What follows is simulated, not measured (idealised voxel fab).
process module | voxel self aligned contacts
cross-section cut | 205 nm wide | cells 5 nm
A cross-section is a grid of square cells, given in bands from the top down. A band is one or more rows of cells.
Each band's line starts with the height of the band's top and of its bottom, in nm. Then come its materials from left to right, each with its width in nm. One material with "throughout" fills the band from edge to edge. "air" is empty space.
Height 0 is the level under which the wafer as received is all one material. The lowest band goes on downwards, as in "0 down".
A width such as "30 to 40" changes by the same amount from each row of cells to the next, from the band's top row to its bottom row.
"no change" after a step means that no cell of the cross-section changed.
closed voids: empty space of 8 cells or more with no open way to the top, each as width x height at its distance from the left edge, in nm
after a step's settings: what the simulator itself notes on the step
overlay nm, on a step with a mask: how far to the right of its planned place the mask lay; to the left if negative
plan
1 op RECEIVE | material Si
2 op OXIDIZE | depth nm 5
3 op DIRECTIONAL_DEP | material polySi | thk nm 20
4 op DIRECTIONAL_DEP | material SiN | thk nm 20
5 op PATTERN | tone cover | mask id GATE | material resist | width nm 35 | pitch nm 65 | thk nm 20 | overlay nm 0
6 op DIRECTIONAL_ETCH | etch materials SiN | depth nm 20
7 op DIRECTIONAL_ETCH | etch materials polySi | depth nm 20
8 op STRIP | etch materials resist
9 op CONFORMAL_DEP | material SiN | thk nm 5
10 op DIRECTIONAL_ETCH | etch materials SiN | depth nm 5
11 op FILL_DEP | material SiO2 | thk nm 15
12 op CMP | height nm 50
13 op PATTERN | tone open | mask id CONTACT | material resist | width nm 40 | pitch nm 65 | thk nm 15 | overlay nm 0
14 op DIRECTIONAL_ETCH | etch materials SiO2 | depth nm 55
15 op STRIP | etch materials resist
16 op CONFORMAL_DEP | material TiN | thk nm 5
17 op FILL_DEP | material W | thk nm 5
18 op CMP | height nm 50
19 op CONFORMAL_DEP | material SiN | thk nm 5
as received, after step 1
  0 down: Si throughout
  closed voids: none
a wafer at the end: this start, this plan, one mistake
  55 to 50: SiN throughout
  50 to 40: SiO2 50 | TiN 5 to 15 | W 30 to 10 | TiN 5 to 15 | SiO2 25 | TiN 5 to 15 | W 30 to 10 | TiN 5 to 15 | SiO2 50
  40 to 20: SiO2 15 | SiN 45 | TiN 5 | W 10 | TiN 5 | SiN 45 | TiN 5 | W 10 | TiN 5 | SiN 45 | SiO2 15
  20 to 0: SiO2 15 | SiN 5 | polySi 35 | SiN 5 | TiN 5 | W 10 | TiN 5 | SiN 5 | polySi 35 | SiN 5 | TiN 5 | W 10 | TiN 5 | SiN 5 | polySi 35 | SiN 5 | SiO2 15
  0 to -5: SiO2 60 | TiN 20 | SiO2 45 | TiN 20 | SiO2 60
  -5 to -15: SiO2 throughout
  -15 down: Si throughout
  closed voids: none
what went wrong: step 2 ran as: op OXIDIZE | depth nm 15
